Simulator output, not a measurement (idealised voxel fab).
Proc. module: voxel gate over fins
The cross-section on display is named cut; it measures 205 nm wide, and its cells are 5 nm squares.
Each cross-section below is a grid of square cells, stated as bands in top-down order, with one or more rows of cells making up each band.
Quick guide to a band line: top height, bottom height (nm) up front; then every material left to right with its width in nm. Only one material and it's marked "full width"? Then it fills the band edge to edge. And "empty" just means empty space.
Convention: height 0 is the level below which the wafer, as received, is all one material. The lowest band does not terminate at the bottom but continues downward, represented as "0 down".
Width "30->40": first value at the band's top row of cells, second value at its bottom row, equal change from row to row.
A step reported as "nothing different" is a step in which no cell of the cross-section changed.
Closed empty spaces (no open way to the top) of 8 cells or more are what "Closed voids list" lists, each as width x height at distance from the left edge, nm for all three.
Where a step's line continues beyond its settings, the continuation is a remark by the simulator itself on that step.
"overlay nm" denotes, for a step that has a mask, the displacement of the mask to the right of its planned place, with negative values corresponding to the left.

### Steps planned for the process
1,RECEIVE,material Si
2,CONFORMAL_DEP,material SiN,thk nm 5
3,PATTERN,tone cover,mask id FINS,material resist,width nm 15,pitch nm 45,thk nm 20,overlay nm 0
4,DIRECTIONAL_ETCH,etch materials SiN,depth nm 5
5,DIRECTIONAL_ETCH,etch materials Si,depth nm 30
6,STRIP,etch materials resist
7,FILL_DEP,material SiO2,thk nm 5
8,CMP,height nm 5
9,SELECTIVE_ETCH,etch materials SiO2,depth nm 20
10,STRIP,etch materials SiN
11,CONFORMAL_DEP,material HfO2,thk nm 5
12,CONFORMAL_DEP,material TiN,thk nm 5
13,CONFORMAL_DEP,material TiAl,thk nm 5
14,CONFORMAL_DEP,material TiN,thk nm 5
15,FILL_DEP,material W,thk nm 15
16,CMP,height nm 30
17,CONFORMAL_DEP,material SiN,thk nm 10

### Cross-section of the wafer as it came to us, i.e., already through step 1
* 0 down  Si full width
* Closed voids list: none

### Same starting wafer, same plan as above, one mistake in the execution; this is the cross-section at the end of the module
* 40 to 30  SiN full width
* 30 to 20  W full width
* 20 to 15  W=50, then TiN=100, then W=55
* 15 to 10  W=50, then TiN=5, then TiAl=90, then TiN=5, then W=55
* 10 to 5  W=50, then TiN=5, then TiAl=5, then TiN=35, then TiAl=10, then TiN=35, then TiAl=5, then TiN=5, then W=55
* 5 to 0  W=50, then TiN=5, then TiAl=5, then TiN=5, then HfO2=25, then TiN=5, then TiAl=10, then TiN=5, then HfO2=25, then TiN=5, then TiAl=5, then TiN=5, then W=55
* 0 to -5  W=50, then TiN=5, then TiAl=5, then TiN=5, then HfO2=5, then Si=15, then HfO2=5, then TiN=5, then TiAl=10, then TiN=5, then HfO2=5, then Si=15, then HfO2=5, then TiN=5, then TiAl=5, then TiN=5, then W=55
* -5 to -10  TiN=55, then TiAl=5, then TiN=5, then HfO2=5, then Si=15, then HfO2=5, then TiN=5, then TiAl=10, then TiN=5, then HfO2=5, then Si=15, then HfO2=5, then TiN=5, then TiAl=5, then TiN=60
* -10 to -15  TiAl=60, then TiN=5, then HfO2=5, then Si=15, then HfO2=5, then TiN=5, then TiAl=10, then TiN=5, then HfO2=5, then Si=15, then HfO2=5, then TiN=5, then TiAl=65
* -15 to -20  TiN=65, then HfO2=5, then Si=15, then HfO2=5, then TiN=20, then HfO2=5, then Si=15, then HfO2=5, then TiN=70
* -20 to -25  HfO2=70, then Si=15, then HfO2=30, then Si=15, then HfO2=75
* -25 to -30  SiO2=70, then Si=15, then SiO2=30, then Si=15, then SiO2=75
* -30 down  Si full width
* Closed voids list: none
Here's what went sideways: step 9: run off-plan, actual operation and settings SELECTIVE_ETCH,etch materials SiO2,depth nm 30
